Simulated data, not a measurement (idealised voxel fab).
Presented below is a process module, voxel capacitor over wiring.
The cross-section on display is named cut; it measures 260 nm wide, and its cells are 5 nm squares.
Format of a cross-section: grid, square cells. Given as bands. Order: top down. Band: one or more rows of cells.
Band: top height; bottom height; in nm. Then, left to right: material with width in nm, for each material. "everywhere": a single material spanning edge to edge. "empty": empty space.
We count height from 0. Below that, the starting wafer is all one material. The lowest band never ends at the bottom but goes on down; see "0 nm and below" for how that is written.
The expression "30->40" gives the width at the extremes of the band, the first number at its top row of cells and the second at its bottom row, with the width changing by equal amounts from each row to the next in between.
Step note "no modifications" = no cross-section cell changed.
Each empty space that has no open way to the top and spans at least 8 cells appears under "Sealed internal voids" as width x height at distance, the distance counted from the left edge, all in nm.
The remark found on a step's line after its settings is issued by the simulator itself and pertains to that step.
overlay nm: right-of-plan distance of the mask on a masked step; negative values mean left-of-plan.
-- The process steps that were planned are listed below
1. RECEIVE,material Si
2. CONFORMAL_DEP,material SiO2,thk nm 10
3. CONFORMAL_DEP,material SiN,thk nm 5
4. DIRECTIONAL_DEP,material lowk,thk nm 15
5. PATTERN,tone open,mask id METAL_1,material resist,width nm 30,pitch nm 90,thk nm 15,overlay nm 0
6. DIRECTIONAL_ETCH,etch materials lowk,depth nm 15
7. DIRECTIONAL_ETCH,etch materials SiN,depth nm 5
8. STRIP,etch materials resist
9. CONFORMAL_DEP,material TiN,thk nm 5
10. FILL_DEP,material Cu,thk nm 10
11. CMP,height nm 30
12. CONFORMAL_DEP,material SiCN,thk nm 5
13. DIRECTIONAL_DEP,material SiO2,thk nm 10
14. MASKED_ETCH,tone open,mask id PLUG_1,width nm 15,etch materials SiO2,depth nm 10,overlay nm 0
15. MASKED_ETCH,tone open,mask id PLUG_1,width nm 15,etch materials SiCN,depth nm 5,overlay nm 0
16. EPI,material Ru,thk nm 10
17. EPI,material Ru,thk nm 5
18. DIRECTIONAL_DEP,material TiN,thk nm 10
19. DIRECTIONAL_DEP,material HfO2,thk nm 5
20. DIRECTIONAL_DEP,material TiN,thk nm 5
21. PATTERN,tone cover,mask id UPPER_PLATE,material resist,width nm 65,thk nm 15,overlay nm 0
22. DIRECTIONAL_ETCH,etch materials TiN,depth nm 5
23. DIRECTIONAL_ETCH,etch materials HfO2,depth nm 5
24. STRIP,etch materials resist
25. DIRECTIONAL_DEP,material aC,thk nm 15
26. PATTERN,tone cover,mask id LOWER_PLATE,material resist,width nm 75,thk nm 35,overlay nm 0
27. DIRECTIONAL_ETCH,etch materials aC,depth nm 15
28. STRIP,etch materials resist
29. DIRECTIONAL_ETCH,etch materials TiN,depth nm 10
30. STRIP,etch materials aC
31. FILL_DEP,material SiO2,thk nm 15
32. CMP,height nm 75
33. PATTERN,tone open,mask id PLUG_2,material resist,width nm 15,thk nm 15,overlay nm 0
34. DIRECTIONAL_ETCH,etch materials SiO2,depth nm 10
35. STRIP,etch materials resist
36. CONFORMAL_DEP,material TiN,thk nm 5
37. FILL_DEP,material Cu,thk nm 10
38. CMP,height nm 75
39. CONFORMAL_DEP,material SiN,thk nm 5
-- The first of two wafers, run as planned
-- Cross-sectional view of the wafer in its as-received condition, corresponding to the state after step 1
- 0 nm and below  Si everywhere
- Sealed internal voids: none
-- Step 2 complete: cross-section through the wafer
- 10 nm to 0 nm  SiO2 everywhere
- Heights below 0 show no change.
-- Step 3 complete: cross-section through the wafer
- 15 nm to 10 nm  SiN everywhere
- Heights below 10 show no change.
-- Step 4 complete: cross-section through the wafer
- 30 nm to 15 nm  lowk everywhere
- Heights below 15 show no change.
-- Step 5 complete: cross-section through the wafer
- 45 nm to 30 nm  resist=70  empty=30  resist=60  empty=30  resist=70
- Heights below 30 show no change.
-- Step 6 complete: cross-section through the wafer
- 45 nm to 30 nm  resist=70  empty=30  resist=60  empty=30  resist=70
- 30 nm to 15 nm  lowk=70  empty=30  lowk=60  empty=30  lowk=70
- Heights below 15 show no change.
-- Step 7 complete: cross-section through the wafer
- 45 nm to 30 nm  resist=70  empty=30  resist=60  empty=30  resist=70
- 30 nm to 15 nm  lowk=70  empty=30  lowk=60  empty=30  lowk=70
- 15 nm to 10 nm  SiN=70  empty=30  SiN=60  empty=30  SiN=70
- Heights below 10 show no change.
-- Step 8 complete: cross-section through the wafer
- 30 nm to 15 nm  lowk=70  empty=30  lowk=60  empty=30  lowk=70
- Heights below 15 show no change.
-- Step 9 complete: cross-section through the wafer
- 35 nm to 30 nm  TiN=75  empty=20  TiN=70  empty=20  TiN=75
- 30 nm to 15 nm  lowk=70  TiN=5  empty=20  TiN=5  lowk=60  TiN=5  empty=20  TiN=5  lowk=70
- 15 nm to 10 nm  SiN=70  TiN=30  SiN=60  TiN=30  SiN=70
- Heights below 10 show no change.
-- Step 10 complete: cross-section through the wafer
- 45 nm to 35 nm  Cu everywhere
- 35 nm to 30 nm  TiN=75  Cu=20  TiN=70  Cu=20  TiN=75
- 30 nm to 15 nm  lowk=70  TiN=5  Cu=20  TiN=5  lowk=60  TiN=5  Cu=20  TiN=5  lowk=70
- Heights below 15 show no change.
-- Step 11 complete: cross-section through the wafer
- 30 nm to 15 nm  lowk=70  TiN=5  Cu=20  TiN=5  lowk=60  TiN=5  Cu=20  TiN=5  lowk=70
- Heights below 15 show no change.
-- Step 12 complete: cross-section through the wafer
- 35 nm to 30 nm  SiCN everywhere
- Heights below 30 show no change.
-- Step 13 complete: cross-section through the wafer
- 45 nm to 35 nm  SiO2 everywhere
- Heights below 35 show no change.
-- Step 14 complete: cross-section through the wafer
- 45 nm to 35 nm  SiO2=85  empty=15  SiO2=160
- Heights below 35 show no change.
-- Step 15 complete: cross-section through the wafer
- 45 nm to 35 nm  SiO2=85  empty=15  SiO2=160
- 35 nm to 30 nm  SiCN=85  empty=15  SiCN=160
- Heights below 30 show no change.
-- Step 16 complete: cross-section through the wafer
- 45 nm to 40 nm  SiO2=85  empty=15  SiO2=160
- 40 nm to 35 nm  SiO2=85  Ru=15  SiO2=160
- 35 nm to 30 nm  SiCN=85  Ru=15  SiCN=160
- Heights below 30 show no change.
-- Step 17 complete: cross-section through the wafer
- 45 nm to 35 nm  SiO2=85  Ru=15  SiO2=160
- Heights below 35 show no change.
-- Step 18 complete: cross-section through the wafer
- 55 nm to 45 nm  TiN everywhere
- Heights below 45 show no change.
-- Step 19 complete: cross-section through the wafer
- 60 nm to 55 nm  HfO2 everywhere
- Heights below 55 show no change.
-- Step 20 complete: cross-section through the wafer
- 65 nm to 60 nm  TiN everywhere
- Heights below 60 show no change.
-- Step 21 complete: cross-section through the wafer
- 80 nm to 65 nm  empty=85  resist=65  empty=110
- Heights below 65 show no change.
-- Step 22 complete: cross-section through the wafer
- 80 nm to 65 nm  empty=85  resist=65  empty=110
- 65 nm to 60 nm  empty=85  TiN=65  empty=110
- Heights below 60 show no change.
-- Step 23 complete: cross-section through the wafer
- 80 nm to 65 nm  empty=85  resist=65  empty=110
- 65 nm to 60 nm  empty=85  TiN=65  empty=110
- 60 nm to 55 nm  empty=85  HfO2=65  empty=110
- Heights below 55 show no change.
-- Step 24 complete: cross-section through the wafer
- 65 nm to 60 nm  empty=85  TiN=65  empty=110
- Heights below 60 show no change.
-- Step 25 complete: cross-section through the wafer
- 80 nm to 70 nm  empty=85  aC=65  empty=110
- 70 nm to 65 nm  aC everywhere
- 65 nm to 60 nm  aC=85  TiN=65  aC=110
- 60 nm to 55 nm  aC=85  HfO2=65  aC=110
- Heights below 55 show no change.
-- Step 26 complete: cross-section through the wafer
- 115 nm to 80 nm  empty=80  resist=75  empty=105
- 80 nm to 70 nm  empty=80  resist=5  aC=65  resist=5  empty=105
- Heights below 70 show no change.
-- Step 27 complete: cross-section through the wafer
- 100 nm to 80 nm  empty=80  resist=75  empty=105
- 80 nm to 70 nm  empty=80  resist=5  aC=65  resist=5  empty=105
- 70 nm to 65 nm  empty=80  aC=75  empty=105
- 65 nm to 60 nm  empty=80  aC=5  TiN=65  aC=5  empty=105
- 60 nm to 55 nm  empty=80  aC=5  HfO2=65  aC=5  empty=105
- Heights below 55 show no change.
-- Step 28 complete: cross-section through the wafer
- 80 nm to 70 nm  empty=85  aC=65  empty=110
- Heights below 70 show no change.
-- Step 29 complete: cross-section through the wafer
- 80 nm to 70 nm  empty=85  aC=65  empty=110
- 70 nm to 65 nm  empty=80  aC=75  empty=105
- 65 nm to 60 nm  empty=80  aC=5  TiN=65  aC=5  empty=105
- 60 nm to 55 nm  empty=80  aC=5  HfO2=65  aC=5  empty=105
- 55 nm to 45 nm  empty=80  TiN=75  empty=105
- Heights below 45 show no change.
-- Step 30 complete: cross-section through the wafer
- 65 nm to 60 nm  empty=85  TiN=65  empty=110
- 60 nm to 55 nm  empty=85  HfO2=65  empty=110
- Heights below 55 show no change.
-- Step 31 complete: cross-section through the wafer
- 80 nm to 65 nm  SiO2 everywhere
- 65 nm to 60 nm  SiO2=85  TiN=65  SiO2=110
- 60 nm to 55 nm  SiO2=85  HfO2=65  SiO2=110
- 55 nm to 45 nm  SiO2=80  TiN=75  SiO2=105
- Heights below 45 show no change.
-- Step 32 complete: cross-section through the wafer
- 75 nm to 65 nm  SiO2 everywhere
- Heights below 65 show no change.
-- Step 33 complete: cross-section through the wafer
- 90 nm to 75 nm  resist=95  empty=15  resist=150
- Heights below 75 show no change.
-- Step 34 complete: cross-section through the wafer
- 90 nm to 75 nm  resist=95  empty=15  resist=150
- 75 nm to 65 nm  SiO2=95  empty=15  SiO2=150
- Heights below 65 show no change.
-- Step 35 complete: cross-section through the wafer
- 75 nm to 65 nm  SiO2=95  empty=15  SiO2=150
- Heights below 65 show no change.
-- Step 36 complete: cross-section through the wafer
- 80 nm to 75 nm  TiN=100  empty=5  TiN=155
- 75 nm to 70 nm  SiO2=95  TiN=5  empty=5  TiN=5  SiO2=150
- 70 nm to 60 nm  SiO2=95->85  TiN=15->65  SiO2=150->110
- Heights below 60 show no change.
-- Step 37 complete: cross-section through the wafer
- 90 nm to 80 nm  Cu everywhere
- 80 nm to 75 nm  TiN=100  Cu=5  TiN=155
- 75 nm to 70 nm  SiO2=95  TiN=5  Cu=5  TiN=5  SiO2=150
- Heights below 70 show no change.
-- Step 38 complete: cross-section through the wafer
- 75 nm to 70 nm  SiO2=95  TiN=5  Cu=5  TiN=5  SiO2=150
- Heights below 70 show no change.
-- Step 39 complete: cross-section through the wafer
- 80 nm to 75 nm  SiN everywhere
- Heights below 75 show no change.
-- second wafer: like start, like plan, one mistake. Through step 20 it matches the first wafer
-- Cross-section of the second wafer at the time step 21 of the plan should have ended
- 80 nm to 65 nm  empty=90  resist=65  empty=105
- Heights below 65 show no change.
-- Cross-section of the second wafer at the time step 22 of the plan should have ended
- 80 nm to 65 nm  empty=90  resist=65  empty=105
- 65 nm to 60 nm  empty=90  TiN=65  empty=105
- Heights below 60 show no change.
-- Cross-section of the second wafer at the time step 23 of the plan should have ended
- 80 nm to 65 nm  empty=90  resist=65  empty=105
- 65 nm to 60 nm  empty=90  TiN=65  empty=105
- 60 nm to 55 nm  empty=90  HfO2=65  empty=105
- Heights below 55 show no change.
-- Cross-section of the second wafer at the time step 24 of the plan should have ended
- 65 nm to 60 nm  empty=90  TiN=65  empty=105
- Heights below 60 show no change.
-- Cross-section of the second wafer at the time step 25 of the plan should have ended
- 80 nm to 70 nm  empty=90  aC=65  empty=105
- 70 nm to 65 nm  aC everywhere
- 65 nm to 60 nm  aC=90  TiN=65  aC=105
- 60 nm to 55 nm  aC=90  HfO2=65  aC=105
- Heights below 55 show no change.
-- Cross-section of the second wafer at the time step 26 of the plan should have ended
- 115 nm to 80 nm  empty=80  resist=75  empty=105
- 80 nm to 70 nm  empty=80  resist=10  aC=65  empty=105
- Heights below 70 show no change.
-- Cross-section of the second wafer at the time step 27 of the plan should have ended
- 100 nm to 80 nm  empty=80  resist=75  empty=105
- 80 nm to 70 nm  empty=80  resist=10  aC=65  empty=105
- 70 nm to 65 nm  empty=80  aC=75  empty=105
- 65 nm to 60 nm  empty=80  aC=10  TiN=65  empty=105
- 60 nm to 55 nm  empty=80  aC=10  HfO2=65  empty=105
- Heights below 55 show no change.
-- Cross-section of the second wafer at the time step 28 of the plan should have ended
- 80 nm to 70 nm  empty=90  aC=65  empty=105
- Heights below 70 show no change.
-- Cross-section of the second wafer at the time step 29 of the plan should have ended
- 80 nm to 70 nm  empty=90  aC=65  empty=105
- 70 nm to 65 nm  empty=80  aC=75  empty=105
- 65 nm to 60 nm  empty=80  aC=10  TiN=65  empty=105
- 60 nm to 55 nm  empty=80  aC=10  HfO2=65  empty=105
- 55 nm to 45 nm  empty=80  TiN=75  empty=105
- Heights below 45 show no change.
-- Cross-section of the second wafer at the time step 30 of the plan should have ended
- 65 nm to 60 nm  empty=90  TiN=65  empty=105
- 60 nm to 55 nm  empty=90  HfO2=65  empty=105
- Heights below 55 show no change.
-- Cross-section of the second wafer at the time step 31 of the plan should have ended
- 80 nm to 65 nm  SiO2 everywhere
- 65 nm to 60 nm  SiO2=90  TiN=65  SiO2=105
- 60 nm to 55 nm  SiO2=90  HfO2=65  SiO2=105
- 55 nm to 45 nm  SiO2=80  TiN=75  SiO2=105
- Heights below 45 show no change.
-- Cross-section of the second wafer at the time step 32 of the plan should have ended
- 75 nm to 65 nm  SiO2 everywhere
- Heights below 65 show no change.
-- Cross-section of the second wafer at the time step 33 of the plan should have ended
- 90 nm to 75 nm  resist=95  empty=15  resist=150
- Heights below 75 show no change.
-- Cross-section of the second wafer at the time step 34 of the plan should have ended
- 90 nm to 75 nm  resist=95  empty=15  resist=150
- 75 nm to 65 nm  SiO2=95  empty=15  SiO2=150
- Heights below 65 show no change.
-- Cross-section of the second wafer at the time step 35 of the plan should have ended
- 75 nm to 65 nm  SiO2=95  empty=15  SiO2=150
- Heights below 65 show no change.
-- Cross-section of the second wafer at the time step 36 of the plan should have ended
- 80 nm to 75 nm  TiN=100  empty=5  TiN=155
- 75 nm to 70 nm  SiO2=95  TiN=5  empty=5  TiN=5  SiO2=150
- 70 nm to 60 nm  SiO2=95->90  TiN=15->65  SiO2=150->105
- Heights below 60 show no change.
-- Cross-section of the second wafer at the time step 37 of the plan should have ended
- 90 nm to 80 nm  Cu everywhere
- 80 nm to 75 nm  TiN=100  Cu=5  TiN=155
- 75 nm to 70 nm  SiO2=95  TiN=5  Cu=5  TiN=5  SiO2=150
- Heights below 70 show no change.
-- Cross-section of the second wafer at the time step 38 of the plan should have ended
- 75 nm to 70 nm  SiO2=95  TiN=5  Cu=5  TiN=5  SiO2=150
- Heights below 70 show no change.
-- Cross-section of the second wafer at the time step 39 of the plan should have ended
- 80 nm to 75 nm  SiN everywhere
- Heights below 75 show no change.
What was done differently from what was planned? step 21, actual vs plan mismatch, actual run PATTERN,tone cover,mask id UPPER_PLATE,material resist,width nm 65,thk nm 15,overlay nm 5
By the end, you'd get the same cell count for each material on either wafer, but the second wafer puts them somewhere else.
